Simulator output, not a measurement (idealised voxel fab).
Presented below is a process module, voxel spacer lines.
Each square cell in cross-section cut measures 5 nm, and the section as a whole is 260 nm wide.
Square cells in a grid make up a cross-section in this document, and the grid is given as bands, listed from the top down, each one or more rows of cells.
First you get the band's top height and its bottom height, in nm, and then the materials it's made of, left to right, with each width in nm. If you see a single material with "everywhere", that one covers the band edge to edge. "blank" is empty space.
Below 0: as-received wafer, all one material; heights counted from there. Lowest band: no bottom, goes on down, written "0 down".
Width "30..40": first value at the band's top row of cells, second value at its bottom row, equal change from row to row.
Where a step carries "nothing altered", the cross-section came out of it unchanged, cell for cell.
Voids not open to the top, 8 cells minimum: see "Unvented cavities". Written width x height at distance; distance is from the left edge; nm.
Whatever follows a step's settings on its line is a remark the simulator itself makes about that step.
"overlay nm" denotes, for a step that has a mask, the displacement of the mask to the right of its planned place, with negative values corresponding to the left.
-- Here's what the planned process steps look like
| 1 | RECEIVE,material Si |
| 2 | CONFORMAL_DEP,material Al2O3,thk nm 5 |
| 3 | DIRECTIONAL_DEP,material SiN,thk nm 10 |
| 4 | DIRECTIONAL_DEP,material aC,thk nm 20 |
| 5 | PATTERN,tone cover,mask id MANDREL,material resist,width nm 25,pitch nm 70,thk nm 30,overlay nm -15 |
| 6 | DIRECTIONAL_ETCH,etch materials aC,depth nm 20 |
| 7 | STRIP,etch materials resist |
| 8 | CONFORMAL_DEP,material SiO2,thk nm 10 |
| 9 | DIRECTIONAL_ETCH,etch materials SiO2,depth nm 10 |
| 10 | STRIP,etch materials aC |
| 11 | DIRECTIONAL_ETCH,etch materials SiN,depth nm 10 |
| 12 | STRIP,etch materials SiO2 |
| 13 | FILL_DEP,material SiO2,thk nm 10 |
| 14 | CMP,height nm 15 |
Heads up: all these wafers start the same, and what changes between them is the overlay nm in step 5. The value you see in the plan is just what the first wafer got.
-- Cross-section of the first of several wafers as received (after step 1)
0 down  Si everywhere
Unvented cavities: none
-- Module finished, last step 14 done: cross-section of the first of several wafers
15 to 5  SiO2=20  SiN=10  SiO2=25  SiN=10  SiO2=25  SiN=10  SiO2=25  SiN=10  SiO2=25  SiN=10  SiO2=25  SiN=10  SiO2=55
5 to 0  Al2O3 everywhere
0 down  Si everywhere
Unvented cavities: none
-- Last wafer, end of module, cross-section
15 to 5  SiO2=50  SiN=10  SiO2=25  SiN=10  SiO2=25  SiN=10  SiO2=25  SiN=10  SiO2=25  SiN=10  SiO2=25  SiN=10  SiO2=25
5 to 0  Al2O3 everywhere
0 down  Si everywhere
Unvented cavities: none
-- wafer rows; end of module; cells per material since receipt: (+) gained, (-) lost; then closed voids
overlay nm -15; +52 Al2O3; +24 SiN; +80 SiO2; Unvented cavities: none
overlay nm -10; +52 Al2O3; +24 SiN; +80 SiO2; Unvented cavities: none
overlay nm -5; +52 Al2O3; +24 SiN; +80 SiO2; Unvented cavities: none
overlay nm 0; +52 Al2O3; +24 SiN; +80 SiO2; Unvented cavities: none
overlay nm 5; +52 Al2O3; +24 SiN; +80 SiO2; Unvented cavities: none
overlay nm 10; +52 Al2O3; +24 SiN; +80 SiO2; Unvented cavities: none
overlay nm 15; +52 Al2O3; +24 SiN; +80 SiO2; Unvented cavities: none
